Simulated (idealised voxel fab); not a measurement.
Module name: voxel self aligned vias (process module)
Each square cell in cross-section cut measures 5 nm, and the section as a whole is 220 nm wide.
If you're reading a cross-section in this doc, picture square cells in a grid; it comes to you as bands, top ones listed first down to the bottom, and a band can be one or more rows of cells.
Per band: top height and bottom height in nm, followed by the left-to-right materials and their widths in nm; "everywhere" marks a single material spanning edge to edge, "blank" marks empty space.
Heights are expressed relative to 0, this being the level below which the as-received wafer comprises one material exclusively. The lowest band is unbounded in the downward direction and is denoted as in "0..down".
Top row gets the first number, bottom row gets the second, and each row in between changes by the same step: that is how a band width like "30->40" works.
Any step labelled "nothing altered" changed none of the cells in the cross-section.
What "Listed closed voids" gives you is every empty space of 8 cells or more that is cut off from the top. Each appears as width x height at distance, with the distance taken from the left edge and width, height and distance all in nm.
Formally, on a step line, whatever follows the settings is a remark that the simulator itself makes on the step.
If you see "overlay nm" on a step's line and that step has a mask, it's telling you how far right of where it was planned the mask ended up; a negative number means it went left instead.
The planned process steps are enumerated hereunder
step 1: RECEIVE | material Si
step 2: CONFORMAL_DEP | material SiO2 | thk nm 15
step 3: CONFORMAL_DEP | material SiCN | thk nm 5
step 4: DIRECTIONAL_DEP | material lowk | thk nm 20
step 5: DIRECTIONAL_DEP | material aC | thk nm 10
step 6: PATTERN | tone open | mask id LINES | material resist | width nm 20 | pitch nm 50 | thk nm 25 | overlay nm 0
step 7: DIRECTIONAL_ETCH | etch materials aC | depth nm 10
step 8: STRIP | etch materials resist
step 9: DIRECTIONAL_ETCH | etch materials lowk | depth nm 20
step 10: STRIP | etch materials aC
step 11: CONFORMAL_DEP | material TiN | thk nm 5
step 12: FILL_DEP | material W | thk nm 10
step 13: CMP | height nm 40
step 14: SELECTIVE_ETCH | etch materials W Ru TiN | depth nm 10
step 15: FILL_DEP | material SiN | thk nm 5
step 16: CMP | height nm 40
step 17: DIRECTIONAL_DEP | material lowk | thk nm 15
step 18: PATTERN | tone open | mask id VIAS | material resist | width nm 30 | pitch nm 50 | thk nm 15 | overlay nm 0
step 19: DIRECTIONAL_ETCH | etch materials lowk | depth nm 15
step 20: DIRECTIONAL_ETCH | etch materials SiN | depth nm 10
step 21: STRIP | etch materials resist
step 22: CONFORMAL_DEP | material TiN | thk nm 5
step 23: FILL_DEP | material W | thk nm 10
step 24: CMP | height nm 55
step 25: CONFORMAL_DEP | material SiCN | thk nm 5
first wafer, as planned
Cross-sectional view of the wafer in its as-received condition, corresponding to the state after step 1
> 0..down  Si everywhere
> Listed closed voids: none
Sectional view: wafer, after step 2
> 15..0  SiO2 everywhere
> Under 0: no change, same as before.
Sectional view: wafer, after step 3
> 20..15  SiCN everywhere
> Under 15: no change, same as before.
Sectional view: wafer, after step 4
> 40..20  lowk everywhere
> Under 20: no change, same as before.
Sectional view: wafer, after step 5
> 50..40  aC everywhere
> Under 40: no change, same as before.
Sectional view: wafer, after step 6
> 75..50  resist 50, blank 20, resist 30, blank 20, resist 30, blank 20, resist 50
> Under 50: no change, same as before.
Sectional view: wafer, after step 7
> 65..50  resist 50, blank 20, resist 30, blank 20, resist 30, blank 20, resist 50
> 50..40  aC 50, blank 20, aC 30, blank 20, aC 30, blank 20, aC 50
> Under 40: no change, same as before.
Sectional view: wafer, after step 8
> 50..40  aC 50, blank 20, aC 30, blank 20, aC 30, blank 20, aC 50
> Under 40: no change, same as before.
Sectional view: wafer, after step 9
> 50..40  aC 50, blank 20, aC 30, blank 20, aC 30, blank 20, aC 50
> 40..20  lowk 50, blank 20, lowk 30, blank 20, lowk 30, blank 20, lowk 50
> Under 20: no change, same as before.
Sectional view: wafer, after step 10
> 40..20  lowk 50, blank 20, lowk 30, blank 20, lowk 30, blank 20, lowk 50
> Under 20: no change, same as before.
Sectional view: wafer, after step 11
> 45..40  TiN 55, blank 10, TiN 40, blank 10, TiN 40, blank 10, TiN 55
> 40..25  lowk 50, TiN 5, blank 10, TiN 5, lowk 30, TiN 5, blank 10, TiN 5, lowk 30, TiN 5, blank 10, TiN 5, lowk 50
> 25..20  lowk 50, TiN 20, lowk 30, TiN 20, lowk 30, TiN 20, lowk 50
> Under 20: no change, same as before.
Sectional view: wafer, after step 12
> 55..45  W everywhere
> 45..40  TiN 55, W 10, TiN 40, W 10, TiN 40, W 10, TiN 55
> 40..25  lowk 50, TiN 5, W 10, TiN 5, lowk 30, TiN 5, W 10, TiN 5, lowk 30, TiN 5, W 10, TiN 5, lowk 50
> Under 25: no change, same as before.
Sectional view: wafer, after step 13
> 40..25  lowk 50, TiN 5, W 10, TiN 5, lowk 30, TiN 5, W 10, TiN 5, lowk 30, TiN 5, W 10, TiN 5, lowk 50
> Under 25: no change, same as before.
Sectional view: wafer, after step 14
> 40..30  lowk 50, blank 20, lowk 30, blank 20, lowk 30, blank 20, lowk 50
> Under 30: no change, same as before.
Sectional view: wafer, after step 15
> 45..40  SiN everywhere
> 40..30  lowk 50, SiN 20, lowk 30, SiN 20, lowk 30, SiN 20, lowk 50
> Under 30: no change, same as before.
Sectional view: wafer, after step 16
> 40..30  lowk 50, SiN 20, lowk 30, SiN 20, lowk 30, SiN 20, lowk 50
> Under 30: no change, same as before.
Sectional view: wafer, after step 17
> 55..40  lowk everywhere
> Under 40: no change, same as before.
Sectional view: wafer, after step 18
> 70..55  resist 45, blank 30, resist 20, blank 30, resist 20, blank 30, resist 45
> Under 55: no change, same as before.
Sectional view: wafer, after step 19
> 70..55  resist 45, blank 30, resist 20, blank 30, resist 20, blank 30, resist 45
> 55..40  lowk 45, blank 30, lowk 20, blank 30, lowk 20, blank 30, lowk 45
> Under 40: no change, same as before.
Sectional view: wafer, after step 20
> 70..55  resist 45, blank 30, resist 20, blank 30, resist 20, blank 30, resist 45
> 55..40  lowk 45, blank 30, lowk 20, blank 30, lowk 20, blank 30, lowk 45
> 40..30  lowk 50, blank 20, lowk 30, blank 20, lowk 30, blank 20, lowk 50
> Under 30: no change, same as before.
Sectional view: wafer, after step 21
> 55..40  lowk 45, blank 30, lowk 20, blank 30, lowk 20, blank 30, lowk 45
> Under 40: no change, same as before.
Sectional view: wafer, after step 22
> 60..55  TiN 50, blank 20, TiN 30, blank 20, TiN 30, blank 20, TiN 50
> 55..45  lowk 45, TiN 5, blank 20, TiN 5, lowk 20, TiN 5, blank 20, TiN 5, lowk 20, TiN 5, blank 20, TiN 5, lowk 45
> 45..35  lowk 45->50, TiN 10->5, blank 10, TiN 10->5, lowk 20->30, TiN 10->5, blank 10, TiN 10->5, lowk 20->30, TiN 10->5, blank 10, TiN 10->5, lowk 45->50
> 35..30  lowk 50, TiN 20, lowk 30, TiN 20, lowk 30, TiN 20, lowk 50
> Under 30: no change, same as before.
Sectional view: wafer, after step 23
> 70..60  W everywhere
> 60..55  TiN 50, W 20, TiN 30, W 20, TiN 30, W 20, TiN 50
> 55..45  lowk 45, TiN 5, W 20, TiN 5, lowk 20, TiN 5, W 20, TiN 5, lowk 20, TiN 5, W 20, TiN 5, lowk 45
> 45..35  lowk 45->50, TiN 10->5, W 10, TiN 10->5, lowk 20->30, TiN 10->5, W 10, TiN 10->5, lowk 20->30, TiN 10->5, W 10, TiN 10->5, lowk 45->50
> Under 35: no change, same as before.
Sectional view: wafer, after step 24
> 55..45  lowk 45, TiN 5, W 20, TiN 5, lowk 20, TiN 5, W 20, TiN 5, lowk 20, TiN 5, W 20, TiN 5, lowk 45
> Under 45: no change, same as before.
Sectional view: wafer, after step 25
> 60..55  SiCN everywhere
> Under 55: no change, same as before.
The second wafer: identical to the first at the outset and in its planned sequence, differing only in that one mistake was made during processing; up to and including step 23, its path is the first wafer's path
Second wafer cross-section, taken as of the time the plan sets for step 24 to be done
> 45..35  lowk 45->50, TiN 10->5, W 10, TiN 10->5, lowk 20->30, TiN 10->5, W 10, TiN 10->5, lowk 20->30, TiN 10->5, W 10, TiN 10->5, lowk 45->50
> Under 35: no change, same as before.
Second wafer cross-section, taken as of the time the plan sets for step 25 to be done
> 50..45  SiCN everywhere
> Under 45: no change, same as before.
Diagnosis: step 24 ran with different settings than intended, the actual operation and settings being CMP | height nm 45
Bottom line after processing is that, in cells, the second wafer is up or down on some materials versus the first: 12 fewer of TiN | 24 fewer of W | 52 fewer of lowk
